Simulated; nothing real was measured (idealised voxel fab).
Process module heading - voxel self aligned vias
It is cross-section cut that appears here, measuring 215 nm in width, its square cells being 5 nm in size.
When this document writes out a cross-section, it uses a grid of square cells and lists it as bands, beginning at the top and moving down, with a band standing for one or more rows of cells.
In this notation a band is specified by the heights of its top and bottom, in that order and in nm, after which its materials appear from left to right, each paired with its width in nm. The word "edge to edge" attached to a single material means that material fills the band from edge to edge; the word "empty" stands for empty space.
Height is counted from the level 0, under which the received wafer is composed throughout of one material. The lowest of the bands is not closed at the bottom but continues downward, in the notation "top 0, no bottom".
A width given as "30->40" starts at the first number in the band's top row and ends at the second number in its bottom row, shifting by an equal amount at every step from row to row.
When a step is marked "changes: none", none of the cells in the cross-section changed during that step.
So "Enclosed voids" is basically the list of trapped voids: any empty space of 8 cells or more that can't reach the top through an opening. They're written width x height at distance, the distance being from the left edge, and it's all nm.
It should be noted that, on the line of a given step, the content following the step's settings is a remark produced by the simulator itself with respect to that step.
overlay nm: mask right of planned place by this much (step with mask). Neg. = left.
Everything after this point is organized in pairs: a cross-section before one process step, a cross-section after it that shows only as deep as the lowest changed band, and, under the pair, the intervening step with its settings. Because different runs of this module on the same starting wafer can supply different pairs, a pair continues from the pair above it only if its entry headed "Incoming profile" says so.

Incoming profile
    top 0, no bottom: Si edge to edge
    Enclosed voids: none

Post-Step Section View
    top 10, bottom 0: SiO2 edge to edge
    At heights below 0, the structure remains unaltered.
    Enclosed voids: none
Q: step between the cross-sections above? A: CONFORMAL_DEP, material SiO2, thk nm 10

Incoming profile: same picture as after in the pair right above, so we don't repeat it.

Post-Step Section View
    top 15, bottom 10: SiCN edge to edge
    At heights below 10, the structure remains unaltered.
    Enclosed voids: none
Q: step between the cross-sections above? A: CONFORMAL_DEP, material SiCN, thk nm 5

Incoming profile: same picture as after in the pair right above, so we don't repeat it.

Post-Step Section View
    top 40, bottom 15: lowk edge to edge
    At heights below 15, the structure remains unaltered.
    Enclosed voids: none
Q: step between the cross-sections above? A: DIRECTIONAL_DEP, material lowk, thk nm 25

Incoming profile: same picture as after in the pair right above, so we don't repeat it.

Post-Step Section View
    top 60, bottom 40: resist: 40; empty: 25; resist: 30; empty: 25; resist: 30; empty: 25; resist: 40
    At heights below 40, the structure remains unaltered.
    Enclosed voids: none
Q: step between the cross-sections above? A: PATTERN, tone open, mask id LINES, material resist, width nm 25, pitch nm 55, thk nm 20, overlay nm 0

Incoming profile: same picture as after in the pair right above, so we don't repeat it.

Post-Step Section View
    top 60, bottom 40: resist: 40; empty: 25; resist: 30; empty: 25; resist: 30; empty: 25; resist: 40
    top 40, bottom 15: lowk: 40; empty: 25; lowk: 30; empty: 25; lowk: 30; empty: 25; lowk: 40
    At heights below 15, the structure remains unaltered.
    Enclosed voids: none
Q: step between the cross-sections above? A: DIRECTIONAL_ETCH, etch materials lowk, depth nm 25

Incoming profile: same picture as after in the pair right above, so we don't repeat it.

Post-Step Section View
    top 40, bottom 15: lowk: 40; empty: 25; lowk: 30; empty: 25; lowk: 30; empty: 25; lowk: 40
    At heights below 15, the structure remains unaltered.
    Enclosed voids: none
Q: step between the cross-sections above? A: STRIP, etch materials resist

Incoming profile: same picture as after in the pair right above, so we don't repeat it.

Post-Step Section View
    top 45, bottom 40: TiN: 45; empty: 15; TiN: 40; empty: 15; TiN: 40; empty: 15; TiN: 45
    top 40, bottom 20: lowk: 40; TiN: 5; empty: 15; TiN: 5; lowk: 30; TiN: 5; empty: 15; TiN: 5; lowk: 30; TiN: 5; empty: 15; TiN: 5; lowk: 40
    top 20, bottom 15: lowk: 40; TiN: 25; lowk: 30; TiN: 25; lowk: 30; TiN: 25; lowk: 40
    At heights below 15, the structure remains unaltered.
    Enclosed voids: none
Q: step between the cross-sections above? A: CONFORMAL_DEP, material TiN, thk nm 5

Incoming profile: same picture as after in the pair right above, so we don't repeat it.

Post-Step Section View
    top 55, bottom 45: W edge to edge
    top 45, bottom 40: TiN: 45; W: 15; TiN: 40; W: 15; TiN: 40; W: 15; TiN: 45
    top 40, bottom 20: lowk: 40; TiN: 5; W: 15; TiN: 5; lowk: 30; TiN: 5; W: 15; TiN: 5; lowk: 30; TiN: 5; W: 15; TiN: 5; lowk: 40
    At heights below 20, the structure remains unaltered.
    Enclosed voids: none
Q: step between the cross-sections above? A: FILL_DEP, material W, thk nm 10

Incoming profile: same picture as after in the pair right above, so we don't repeat it.

Post-Step Section View
    top 40, bottom 20: lowk: 40; TiN: 5; W: 15; TiN: 5; lowk: 30; TiN: 5; W: 15; TiN: 5; lowk: 30; TiN: 5; W: 15; TiN: 5; lowk: 40
    At heights below 20, the structure remains unaltered.
    Enclosed voids: none
Q: step between the cross-sections above? A: CMP, height nm 40

Incoming profile: same picture as after in the pair right above, so we don't repeat it.

Post-Step Section View
    top 40, bottom 35: lowk: 40; empty: 25; lowk: 30; empty: 25; lowk: 30; empty: 25; lowk: 40
    At heights below 35, the structure remains unaltered.
    Enclosed voids: none
Q: step between the cross-sections above? A: SELECTIVE_ETCH, etch materials W Ru TiN, depth nm 5

Incoming profile: same picture as after in the pair right above, so we don't repeat it.

Post-Step Section View
    top 45, bottom 40: SiN edge to edge
    top 40, bottom 35: lowk: 40; SiN: 25; lowk: 30; SiN: 25; lowk: 30; SiN: 25; lowk: 40
    At heights below 35, the structure remains unaltered.
    Enclosed voids: none
Q: step between the cross-sections above? A: FILL_DEP, material SiN, thk nm 5

Incoming profile: same picture as after in the pair right above, so we don't repeat it.

Post-Step Section View
    top 40, bottom 35: lowk: 40; SiN: 25; lowk: 30; SiN: 25; lowk: 30; SiN: 25; lowk: 40
    At heights below 35, the structure remains unaltered.
    Enclosed voids: none
Q: step between the cross-sections above? A: CMP, height nm 40

Incoming profile: same picture as after in the pair right above, so we don't repeat it.

Post-Step Section View
    top 60, bottom 40: lowk edge to edge
    At heights below 40, the structure remains unaltered.
    Enclosed voids: none
Q: step between the cross-sections above? A: DIRECTIONAL_DEP, material lowk, thk nm 20

Incoming profile: same picture as after in the pair right above, so we don't repeat it.

Post-Step Section View
    top 60, bottom 40: lowk: 35; empty: 35; lowk: 75; empty: 35; lowk: 35
    At heights below 40, the structure remains unaltered.
    Enclosed voids: none
Q: step between the cross-sections above? A: MASKED_ETCH, tone open, mask id VIAS, width nm 35, pitch nm 110, etch materials lowk, depth nm 20, overlay nm 0

Incoming profile: same picture as after in the pair right above, so we don't repeat it.

Post-Step Section View
    top 60, bottom 40: lowk: 35; empty: 35; lowk: 75; empty: 35; lowk: 35
    top 40, bottom 35: lowk: 40; empty: 25; lowk: 30; SiN: 25; lowk: 30; empty: 25; lowk: 40
    At heights below 35, the structure remains unaltered.
    Enclosed voids: none
Q: step between the cross-sections above? A: MASKED_ETCH, tone open, mask id VIAS, width nm 35, pitch nm 110, etch materials SiN, depth nm 5, overlay nm 0

Incoming profile: same picture as after in the pair right above, so we don't repeat it.

Post-Step Section View
    top 65, bottom 60: TiN: 40; empty: 25; TiN: 85; empty: 25; TiN: 40
    top 60, bottom 45: lowk: 35; TiN: 5; empty: 25; TiN: 5; lowk: 75; TiN: 5; empty: 25; TiN: 5; lowk: 35
    top 45, bottom 40: lowk: 35; TiN: 10; empty: 15; TiN: 10; lowk: 75; TiN: 10; empty: 15; TiN: 10; lowk: 35
    top 40, bottom 35: lowk: 40; TiN: 25; lowk: 30; SiN: 25; lowk: 30; TiN: 25; lowk: 40
    At heights below 35, the structure remains unaltered.
    Enclosed voids: none
Q: step between the cross-sections above? A: CONFORMAL_DEP, material TiN, thk nm 5

Incoming profile: same picture as after in the pair right above, so we don't repeat it.

Post-Step Section View
    top 75, bottom 65: W edge to edge
    top 65, bottom 60: TiN: 40; W: 25; TiN: 85; W: 25; TiN: 40
    top 60, bottom 45: lowk: 35; TiN: 5; W: 25; TiN: 5; lowk: 75; TiN: 5; W: 25; TiN: 5; lowk: 35
    top 45, bottom 40: lowk: 35; TiN: 10; W: 15; TiN: 10; lowk: 75; TiN: 10; W: 15; TiN: 10; lowk: 35
    At heights below 40, the structure remains unaltered.
    Enclosed voids: none
Q: step between the cross-sections above? A: FILL_DEP, material W, thk nm 10

Incoming profile: same picture as after in the pair right above, so we don't repeat it.

Post-Step Section View
    top 60, bottom 45: lowk: 35; TiN: 5; W: 25; TiN: 5; lowk: 75; TiN: 5; W: 25; TiN: 5; lowk: 35
    At heights below 45, the structure remains unaltered.
    Enclosed voids: none
Q: step between the cross-sections above? A: CMP, height nm 60

Incoming profile: same picture as after in the pair right above, so we don't repeat it.

Post-Step Section View
    top 65, bottom 60: SiN edge to edge
    At heights below 60, the structure remains unaltered.
    Enclosed voids: none
Q: step between the cross-sections above? A: CONFORMAL_DEP, material SiN, thk nm 5

Incoming profile
    top 10, bottom 0: SiO2 edge to edge
    top 0, no bottom: Si edge to edge
    Enclosed voids: none

Post-Step Section View
    top 35, bottom 10: lowk edge to edge
    At heights below 10, the structure remains unaltered.
    Enclosed voids: none
Q: step between the cross-sections above? A: DIRECTIONAL_DEP, material lowk, thk nm 25

Incoming profile: same picture as after in the pair right above, so we don't repeat it.

Post-Step Section View
    top 55, bottom 35: resist: 40; empty: 25; resist: 30; empty: 25; resist: 30; empty: 25; resist: 40
    At heights below 35, the structure remains unaltered.
    Enclosed voids: none
Q: step between the cross-sections above? A: PATTERN, tone open, mask id LINES, material resist, width nm 25, pitch nm 55, thk nm 20, overlay nm 0

Incoming profile: same picture as after in the pair right above, so we don't repeat it.

Post-Step Section View
    top 55, bottom 35: resist: 40; empty: 25; resist: 30; empty: 25; resist: 30; empty: 25; resist: 40
    top 35, bottom 10: lowk: 40; empty: 25; lowk: 30; empty: 25; lowk: 30; empty: 25; lowk: 40
    At heights below 10, the structure remains unaltered.
    Enclosed voids: none
Q: step between the cross-sections above? A: DIRECTIONAL_ETCH, etch materials lowk, depth nm 25

Incoming profile: same picture as after in the pair right above, so we don't repeat it.

Post-Step Section View
    top 35, bottom 10: lowk: 40; empty: 25; lowk: 30; empty: 25; lowk: 30; empty: 25; lowk: 40
    At heights below 10, the structure remains unaltered.
    Enclosed voids: none
Q: step between the cross-sections above? A: STRIP, etch materials resist

Incoming profile: same picture as after in the pair right above, so we don't repeat it.

Post-Step Section View
    top 40, bottom 35: TiN: 45; empty: 15; TiN: 40; empty: 15; TiN: 40; empty: 15; TiN: 45
    top 35, bottom 15: lowk: 40; TiN: 5; empty: 15; TiN: 5; lowk: 30; TiN: 5; empty: 15; TiN: 5; lowk: 30; TiN: 5; empty: 15; TiN: 5; lowk: 40
    top 15, bottom 10: lowk: 40; TiN: 25; lowk: 30; TiN: 25; lowk: 30; TiN: 25; lowk: 40
    At heights below 10, the structure remains unaltered.
    Enclosed voids: none
Q: step between the cross-sections above? A: CONFORMAL_DEP, material TiN, thk nm 5

Incoming profile: same picture as after in the pair right above, so we don't repeat it.

Post-Step Section View
    top 50, bottom 40: W edge to edge
    top 40, bottom 35: TiN: 45; W: 15; TiN: 40; W: 15; TiN: 40; W: 15; TiN: 45
    top 35, bottom 15: lowk: 40; TiN: 5; W: 15; TiN: 5; lowk: 30; TiN: 5; W: 15; TiN: 5; lowk: 30; TiN: 5; W: 15; TiN: 5; lowk: 40
    At heights below 15, the structure remains unaltered.
    Enclosed voids: none
Q: step between the cross-sections above? A: FILL_DEP, material W, thk nm 10

Incoming profile: same picture as after in the pair right above, so we don't repeat it.

Post-Step Section View
    top 40, bottom 35: TiN: 45; W: 15; TiN: 40; W: 15; TiN: 40; W: 15; TiN: 45
    At heights below 35, the structure remains unaltered.
    Enclosed voids: none
Q: step between the cross-sections above? A: CMP, height nm 40

Incoming profile: same picture as after in the pair right above, so we don't repeat it.

Post-Step Section View
    top 35, bottom 15: lowk: 40; TiN: 5; W: 15; TiN: 5; lowk: 30; TiN: 5; W: 15; TiN: 5; lowk: 30; TiN: 5; W: 15; TiN: 5; lowk: 40
    At heights below 15, the structure remains unaltered.
    Enclosed voids: none
Q: step between the cross-sections above? A: SELECTIVE_ETCH, etch materials W Ru TiN, depth nm 5

Incoming profile: same picture as after in the pair right above, so we don't repeat it.

Post-Step Section View
    top 40, bottom 35: SiN edge to edge
    At heights below 35, the structure remains unaltered.
    Enclosed voids: none
Q: step between the cross-sections above? A: FILL_DEP, material SiN, thk nm 5

Incoming profile: same picture as after in the pair right above, so we don't repeat it.

Post-Step Section View
    top 60, bottom 40: lowk edge to edge
    At heights below 40, the structure remains unaltered.
    Enclosed voids: none
Q: step between the cross-sections above? A: DIRECTIONAL_DEP, material lowk, thk nm 20

Incoming profile: same picture as after in the pair right above, so we don't repeat it.

Post-Step Section View
    top 60, bottom 40: lowk: 35; empty: 35; lowk: 75; empty: 35; lowk: 35
    At heights below 40, the structure remains unaltered.
    Enclosed voids: none
Q: step between the cross-sections above? A: MASKED_ETCH, tone open, mask id VIAS, width nm 35, pitch nm 110, etch materials lowk, depth nm 20, overlay nm 0

Incoming profile: same picture as after in the pair right above, so we don't repeat it.

Post-Step Section View
    top 60, bottom 40: lowk: 35; empty: 35; lowk: 75; empty: 35; lowk: 35
    top 40, bottom 35: SiN: 35; empty: 35; SiN: 75; empty: 35; SiN: 35
    At heights below 35, the structure remains unaltered.
    Enclosed voids: none
Q: step between the cross-sections above? A: MASKED_ETCH, tone open, mask id VIAS, width nm 35, pitch nm 110, etch materials SiN, depth nm 5, overlay nm 0

Incoming profile: same picture as after in the pair right above, so we don't repeat it.

Post-Step Section View
    top 65, bottom 60: TiN: 40; empty: 25; TiN: 85; empty: 25; TiN: 40
    top 60, bottom 40: lowk: 35; TiN: 5; empty: 25; TiN: 5; lowk: 75; TiN: 5; empty: 25; TiN: 5; lowk: 35
    top 40, bottom 35: SiN: 35; TiN: 35; SiN: 75; TiN: 35; SiN: 35
    At heights below 35, the structure remains unaltered.
    Enclosed voids: none
Q: step between the cross-sections above? A: CONFORMAL_DEP, material TiN, thk nm 5

Incoming profile: same picture as after in the pair right above, so we don't repeat it.

Post-Step Section View
    top 75, bottom 65: W edge to edge
    top 65, bottom 60: TiN: 40; W: 25; TiN: 85; W: 25; TiN: 40
    top 60, bottom 40: lowk: 35; TiN: 5; W: 25; TiN: 5; lowk: 75; TiN: 5; W: 25; TiN: 5; lowk: 35
    At heights below 40, the structure remains unaltered.
    Enclosed voids: none
Q: step between the cross-sections above? A: FILL_DEP, material W, thk nm 10

Incoming profile: same picture as after in the pair right above, so we don't repeat it.

Post-Step Section View
    top 60, bottom 40: lowk: 35; TiN: 5; W: 25; TiN: 5; lowk: 75; TiN: 5; W: 25; TiN: 5; lowk: 35
    At heights below 40, the structure remains unaltered.
    Enclosed voids: none
Q: step between the cross-sections above? A: CMP, height nm 60

Incoming profile: same picture as after in the pair right above, so we don't repeat it.

Post-Step Section View
    top 65, bottom 60: SiN edge to edge
    At heights below 60, the structure remains unaltered.
    Enclosed voids: none
Q: step between the cross-sections above? A: CONFORMAL_DEP, material SiN, thk nm 5

Incoming profile
    top 60, bottom 40: lowk: 35; empty: 35; lowk: 75; empty: 35; lowk: 35
    top 40, bottom 35: lowk: 40; SiN: 25; lowk: 30; SiN: 25; lowk: 30; SiN: 25; lowk: 40
    top 35, bottom 20: lowk: 40; TiN: 5; W: 15; TiN: 5; lowk: 30; TiN: 5; W: 15; TiN: 5; lowk: 30; TiN: 5; W: 15; TiN: 5; lowk: 40
    top 20, bottom 15: lowk: 40; TiN: 25; lowk: 30; TiN: 25; lowk: 30; TiN: 25; lowk: 40
    top 15, bottom 10: SiCN edge to edge
    top 10, bottom 0: SiO2 edge to edge
    top 0, no bottom: Si edge to edge
    Enclosed voids: none

Post-Step Section View
    top 60, bottom 40: lowk: 35; empty: 35; lowk: 75; empty: 35; lowk: 35
    top 40, bottom 35: lowk: 35; empty: 5; SiN: 25; empty: 5; lowk: 25; SiN: 25; lowk: 25; empty: 5; SiN: 25; empty: 5; lowk: 35
    top 35, bottom 20: lowk: 35; empty: 5; TiN: 5; W: 15; TiN: 5; empty: 5; lowk: 25; TiN: 5; W: 15; TiN: 5; lowk: 25; empty: 5; TiN: 5; W: 15; TiN: 5; empty: 5; lowk: 35
    At heights below 20, the structure remains unaltered.
    Enclosed voids: none
Q: step between the cross-sections above? A: MASKED_ETCH, tone open, mask id VIAS, width nm 35, pitch nm 110, etch materials lowk, depth nm 20, overlay nm 0

Incoming profile: same picture as after in the pair right above, so we don't repeat it.

Post-Step Section View
    top 60, bottom 40: lowk: 35; empty: 35; lowk: 75; empty: 35; lowk: 35
    top 40, bottom 35: lowk: 35; empty: 35; lowk: 25; SiN: 25; lowk: 25; empty: 35; lowk: 35
    At heights below 35, the structure remains unaltered.
    Enclosed voids: none
Q: step between the cross-sections above? A: MASKED_ETCH, tone open, mask id VIAS, width nm 35, pitch nm 110, etch materials SiN, depth nm 5, overlay nm 0

Incoming profile: same picture as after in the pair right above, so we don't repeat it.

Post-Step Section View
    top 65, bottom 60: TiN: 40; empty: 25; TiN: 85; empty: 25; TiN: 40
    top 60, bottom 40: lowk: 35; TiN: 5; empty: 25; TiN: 5; lowk: 75; TiN: 5; empty: 25; TiN: 5; lowk: 35
    top 40, bottom 35: lowk: 35; TiN: 35; lowk: 25; SiN: 25; lowk: 25; TiN: 35; lowk: 35
    top 35, bottom 20: lowk: 35; TiN: 10; W: 15; TiN: 10; lowk: 25; TiN: 5; W: 15; TiN: 5; lowk: 25; TiN: 10; W: 15; TiN: 10; lowk: 35
    At heights below 20, the structure remains unaltered.
    Enclosed voids: none
Q: step between the cross-sections above? A: CONFORMAL_DEP, material TiN, thk nm 5

Incoming profile: same picture as after in the pair right above, so we don't repeat it.

Post-Step Section View
    top 75, bottom 65: W edge to edge
    top 65, bottom 60: TiN: 40; W: 25; TiN: 85; W: 25; TiN: 40
    top 60, bottom 40: lowk: 35; TiN: 5; W: 25; TiN: 5; lowk: 75; TiN: 5; W: 25; TiN: 5; lowk: 35
    At heights below 40, the structure remains unaltered.
    Enclosed voids: none
Q: step between the cross-sections above? A: FILL_DEP, material W, thk nm 10

Incoming profile: same picture as after in the pair right above, so we don't repeat it.

Post-Step Section View
    top 60, bottom 40: lowk: 35; TiN: 5; W: 25; TiN: 5; lowk: 75; TiN: 5; W: 25; TiN: 5; lowk: 35
    At heights below 40, the structure remains unaltered.
    Enclosed voids: none
Q: step between the cross-sections above? A: CMP, height nm 60

Incoming profile: same picture as after in the pair right above, so we don't repeat it.

Post-Step Section View
    top 65, bottom 60: SiN edge to edge
    At heights below 60, the structure remains unaltered.
    Enclosed voids: none
Q: step between the cross-sections above? A: CONFORMAL_DEP, material SiN, thk nm 5

Incoming profile
    top 35, bottom 10: lowk edge to edge
    top 10, bottom 0: SiO2 edge to edge
    top 0, no bottom: Si edge to edge
    Enclosed voids: none

Post-Step Section View
    top 40, bottom 35: SiCN edge to edge
    At heights below 35, the structure remains unaltered.
    Enclosed voids: none
Q: step between the cross-sections above? A: CONFORMAL_DEP, material SiCN, thk nm 5

Incoming profile: same picture as after in the pair right above, so we don't repeat it.

Post-Step Section View
    top 60, bottom 40: resist: 40; empty: 25; resist: 30; empty: 25; resist: 30; empty: 25; resist: 40
    At heights below 40, the structure remains unaltered.
    Enclosed voids: none
Q: step between the cross-sections above? A: PATTERN, tone open, mask id LINES, material resist, width nm 25, pitch nm 55, thk nm 20, overlay nm 0

Incoming profile: same picture as after in the pair right above, so we don't repeat it.

Post-Step Section View
    top 40, bottom 35: SiCN edge to edge
    At heights below 35, the structure remains unaltered.
    Enclosed voids: none
Q: step between the cross-sections above? A: STRIP, etch materials resist

Incoming profile: same picture as after in the pair right above, so we don't repeat it.

Post-Step Section View
    top 45, bottom 40: TiN edge to edge
    At heights below 40, the structure remains unaltered.
    Enclosed voids: none
Q: step between the cross-sections above? A: CONFORMAL_DEP, material TiN, thk nm 5

Incoming profile: same picture as after in the pair right above, so we don't repeat it.

Post-Step Section View
    top 55, bottom 45: W edge to edge
    At heights below 45, the structure remains unaltered.
    Enclosed voids: none
Q: step between the cross-sections above? A: FILL_DEP, material W, thk nm 10

Incoming profile: same picture as after in the pair right above, so we don't repeat it.

Post-Step Section View
    top 40, bottom 35: SiCN edge to edge
    At heights below 35, the structure remains unaltered.
    Enclosed voids: none
Q: step between the cross-sections above? A: CMP, height nm 40

Incoming profile: same picture as after in the pair right above, so we don't repeat it.

Post-Step Section View
    top 45, bottom 40: SiN edge to edge
    At heights below 40, the structure remains unaltered.
    Enclosed voids: none
Q: step between the cross-sections above? A: FILL_DEP, material SiN, thk nm 5

Incoming profile: same picture as after in the pair right above, so we don't repeat it.

Post-Step Section View
    top 40, bottom 35: SiCN edge to edge
    At heights below 35, the structure remains unaltered.
    Enclosed voids: none
Q: step between the cross-sections above? A: CMP, height nm 40

Incoming profile: same picture as after in the pair right above, so we don't repeat it.

Post-Step Section View
    top 60, bottom 40: lowk edge to edge
    At heights below 40, the structure remains unaltered.
    Enclosed voids: none
Q: step between the cross-sections above? A: DIRECTIONAL_DEP, material lowk, thk nm 20

Incoming profile: same picture as after in the pair right above, so we don't repeat it.

Post-Step Section View
    top 60, bottom 40: lowk: 35; empty: 35; lowk: 75; empty: 35; lowk: 35
    At heights below 40, the structure remains unaltered.
    Enclosed voids: none
Q: step between the cross-sections above? A: MASKED_ETCH, tone open, mask id VIAS, width nm 35, pitch nm 110, etch materials lowk, depth nm 20, overlay nm 0

Incoming profile: same picture as after in the pair right above, so we don't repeat it.

Post-Step Section View
    top 65, bottom 60: TiN: 40; empty: 25; TiN: 85; empty: 25; TiN: 40
    top 60, bottom 45: lowk: 35; TiN: 5; empty: 25; TiN: 5; lowk: 75; TiN: 5; empty: 25; TiN: 5; lowk: 35
    top 45, bottom 40: lowk: 35; TiN: 35; lowk: 75; TiN: 35; lowk: 35
    At heights below 40, the structure remains unaltered.
    Enclosed voids: none
Q: step between the cross-sections above? A: CONFORMAL_DEP, material TiN, thk nm 5

Incoming profile: same picture as after in the pair right above, so we don't repeat it.

Post-Step Section View
    top 75, bottom 65: W edge to edge
    top 65, bottom 60: TiN: 40; W: 25; TiN: 85; W: 25; TiN: 40
    top 60, bottom 45: lowk: 35; TiN: 5; W: 25; TiN: 5; lowk: 75; TiN: 5; W: 25; TiN: 5; lowk: 35
    At heights below 45, the structure remains unaltered.
    Enclosed voids: none
Q: step between the cross-sections above? A: FILL_DEP, material W, thk nm 10

Incoming profile: same picture as after in the pair right above, so we don't repeat it.

Post-Step Section View
    top 60, bottom 45: lowk: 35; TiN: 5; W: 25; TiN: 5; lowk: 75; TiN: 5; W: 25; TiN: 5; lowk: 35
    At heights below 45, the structure remains unaltered.
    Enclosed voids: none
Q: step between the cross-sections above? A: CMP, height nm 60

Incoming profile: same picture as after in the pair right above, so we don't repeat it.

Post-Step Section View
    top 65, bottom 60: SiN edge to edge
    At heights below 60, the structure remains unaltered.
    Enclosed voids: none
Q: step between the cross-sections above? A: CONFORMAL_DEP, material SiN, thk nm 5

Incoming profile
    top 75, bottom 65: W edge to edge
    top 65, bottom 60: TiN: 40; W: 25; TiN: 85; W: 25; TiN: 40
    top 60, bottom 45: lowk: 35; TiN: 5; W: 25; TiN: 5; lowk: 75; TiN: 5; W: 25; TiN: 5; lowk: 35
    top 45, bottom 40: lowk: 35; TiN: 10; W: 15; TiN: 10; lowk: 75; TiN: 10; W: 15; TiN: 10; lowk: 35
    top 40, bottom 35: lowk: 40; TiN: 25; lowk: 30; SiN: 25; lowk: 30; TiN: 25; lowk: 40
    top 35, bottom 20: lowk: 40; TiN: 5; W: 15; TiN: 5; lowk: 30; TiN: 5; W: 15; TiN: 5; lowk: 30; TiN: 5; W: 15; TiN: 5; lowk: 40
    top 20, bottom 15: lowk: 40; TiN: 25; lowk: 30; TiN: 25; lowk: 30; TiN: 25; lowk: 40
    top 15, bottom 10: SiCN edge to edge
    top 10, bottom 0: SiO2 edge to edge
    top 0, no bottom: Si edge to edge
    Enclosed voids: none

Post-Step Section View
    top 55, bottom 45: lowk: 35; TiN: 5; W: 25; TiN: 5; lowk: 75; TiN: 5; W: 25; TiN: 5; lowk: 35
    At heights below 45, the structure remains unaltered.
    Enclosed voids: none
Q: step between the cross-sections above? A: CMP, height nm 55

Incoming profile: same picture as after in the pair right above, so we don't repeat it.

Post-Step Section View
    top 60, bottom 55: SiN edge to edge
    At heights below 55, the structure remains unaltered.
    Enclosed voids: none
Q: step between the cross-sections above? A: CONFORMAL_DEP, material SiN, thk nm 5

Incoming profile
    top 40, bottom 15: lowk edge to edge
    top 15, bottom 10: SiCN edge to edge
    top 10, bottom 0: SiO2 edge to edge
    top 0, no bottom: Si edge to edge
    Enclosed voids: none

Post-Step Section View
    top 60, bottom 40: resist: 45; empty: 15; resist: 40; empty: 15; resist: 40; empty: 15; resist: 45
    At heights below 40, the structure remains unaltered.
    Enclosed voids: none
Q: step between the cross-sections above? A: PATTERN, tone open, mask id LINES, material resist, width nm 15, pitch nm 55, thk nm 20, overlay nm 0

Incoming profile: same picture as after in the pair right above, so we don't repeat it.

Post-Step Section View
    top 60, bottom 40: resist: 45; empty: 15; resist: 40; empty: 15; resist: 40; empty: 15; resist: 45
    top 40, bottom 15: lowk: 45; empty: 15; lowk: 40; empty: 15; lowk: 40; empty: 15; lowk: 45
    At heights below 15, the structure remains unaltered.
    Enclosed voids: none
Q: step between the cross-sections above? A: DIRECTIONAL_ETCH, etch materials lowk, depth nm 25

Incoming profile: same picture as after in the pair right above, so we don't repeat it.

Post-Step Section View
    top 40, bottom 15: lowk: 45; empty: 15; lowk: 40; empty: 15; lowk: 40; empty: 15; lowk: 45
    At heights below 15, the structure remains unaltered.
    Enclosed voids: none
Q: step between the cross-sections above? A: STRIP, etch materials resist

Incoming profile: same picture as after in the pair right above, so we don't repeat it.

Post-Step Section View
    top 45, bottom 40: TiN: 50; empty: 5; TiN: 50; empty: 5; TiN: 50; empty: 5; TiN: 50
    top 40, bottom 20: lowk: 45; TiN: 5; empty: 5; TiN: 5; lowk: 40; TiN: 5; empty: 5; TiN: 5; lowk: 40; TiN: 5; empty: 5; TiN: 5; lowk: 45
    top 20, bottom 15: lowk: 45; TiN: 15; lowk: 40; TiN: 15; lowk: 40; TiN: 15; lowk: 45
    At heights below 15, the structure remains unaltered.
    Enclosed voids: none
Q: step between the cross-sections above? A: CONFORMAL_DEP, material TiN, thk nm 5

Incoming profile: same picture as after in the pair right above, so we don't repeat it.

Post-Step Section View
    top 55, bottom 45: W edge to edge
    top 45, bottom 40: TiN: 50; W: 5; TiN: 50; W: 5; TiN: 50; W: 5; TiN: 50
    top 40, bottom 20: lowk: 45; TiN: 5; W: 5; TiN: 5; lowk: 40; TiN: 5; W: 5; TiN: 5; lowk: 40; TiN: 5; W: 5; TiN: 5; lowk: 45
    At heights below 20, the structure remains unaltered.
    Enclosed voids: none
Q: step between the cross-sections above? A: FILL_DEP, material W, thk nm 10

Incoming profile: same picture as after in the pair right above, so we don't repeat it.

Post-Step Section View
    top 40, bottom 20: lowk: 45; TiN: 5; W: 5; TiN: 5; lowk: 40; TiN: 5; W: 5; TiN: 5; lowk: 40; TiN: 5; W: 5; TiN: 5; lowk: 45
    At heights below 20, the structure remains unaltered.
    Enclosed voids: none
Q: step between the cross-sections above? A: CMP, height nm 40

Incoming profile: same picture as after in the pair right above, so we don't repeat it.

Post-Step Section View
    top 40, bottom 35: lowk: 45; empty: 15; lowk: 40; empty: 15; lowk: 40; empty: 15; lowk: 45
    At heights below 35, the structure remains unaltered.
    Enclosed voids: none
Q: step between the cross-sections above? A: SELECTIVE_ETCH, etch materials W Ru TiN, depth nm 5

Incoming profile: same picture as after in the pair right above, so we don't repeat it.

Post-Step Section View
    top 45, bottom 40: SiN edge to edge
    top 40, bottom 35: lowk: 45; SiN: 15; lowk: 40; SiN: 15; lowk: 40; SiN: 15; lowk: 45
    At heights below 35, the structure remains unaltered.
    Enclosed voids: none
Q: step between the cross-sections above? A: FILL_DEP, material SiN, thk nm 5

Incoming profile: same picture as after in the pair right above, so we don't repeat it.

Post-Step Section View
    top 40, bottom 35: lowk: 45; SiN: 15; lowk: 40; SiN: 15; lowk: 40; SiN: 15; lowk: 45
    At heights below 35, the structure remains unaltered.
    Enclosed voids: none
Q: step between the cross-sections above? A: CMP, height nm 40

Incoming profile: same picture as after in the pair right above, so we don't repeat it.

Post-Step Section View
    top 60, bottom 40: lowk edge to edge
    At heights below 40, the structure remains unaltered.
    Enclosed voids: none
Q: step between the cross-sections above? A: DIRECTIONAL_DEP, material lowk, thk nm 20

Incoming profile: same picture as after in the pair right above, so we don't repeat it.

Post-Step Section View
    top 60, bottom 40: lowk: 35; empty: 35; lowk: 75; empty: 35; lowk: 35
    At heights below 40, the structure remains unaltered.
    Enclosed voids: none
Q: step between the cross-sections above? A: MASKED_ETCH, tone open, mask id VIAS, width nm 35, pitch nm 110, etch materials lowk, depth nm 20, overlay nm 0

Incoming profile: same picture as after in the pair right above, so we don't repeat it.

Post-Step Section View
    top 60, bottom 40: lowk: 35; empty: 35; lowk: 75; empty: 35; lowk: 35
    top 40, bottom 35: lowk: 45; empty: 15; lowk: 40; SiN: 15; lowk: 40; empty: 15; lowk: 45
    At heights below 35, the structure remains unaltered.
    Enclosed voids: none
Q: step between the cross-sections above? A: MASKED_ETCH, tone open, mask id VIAS, width nm 35, pitch nm 110, etch materials SiN, depth nm 5, overlay nm 0

Incoming profile: same picture as after in the pair right above, so we don't repeat it.

Post-Step Section View
    top 65, bottom 60: TiN: 40; empty: 25; TiN: 85; empty: 25; TiN: 40
    top 60, bottom 45: lowk: 35; TiN: 5; empty: 25; TiN: 5; lowk: 75; TiN: 5; empty: 25; TiN: 5; lowk: 35
    top 45, bottom 40: lowk: 35; TiN: 15; empty: 5; TiN: 15; lowk: 75; TiN: 15; empty: 5; TiN: 15; lowk: 35
    top 40, bottom 35: lowk: 45; TiN: 15; lowk: 40; SiN: 15; lowk: 40; TiN: 15; lowk: 45
    At heights below 35, the structure remains unaltered.
    Enclosed voids: none
Q: step between the cross-sections above? A: CONFORMAL_DEP, material TiN, thk nm 5
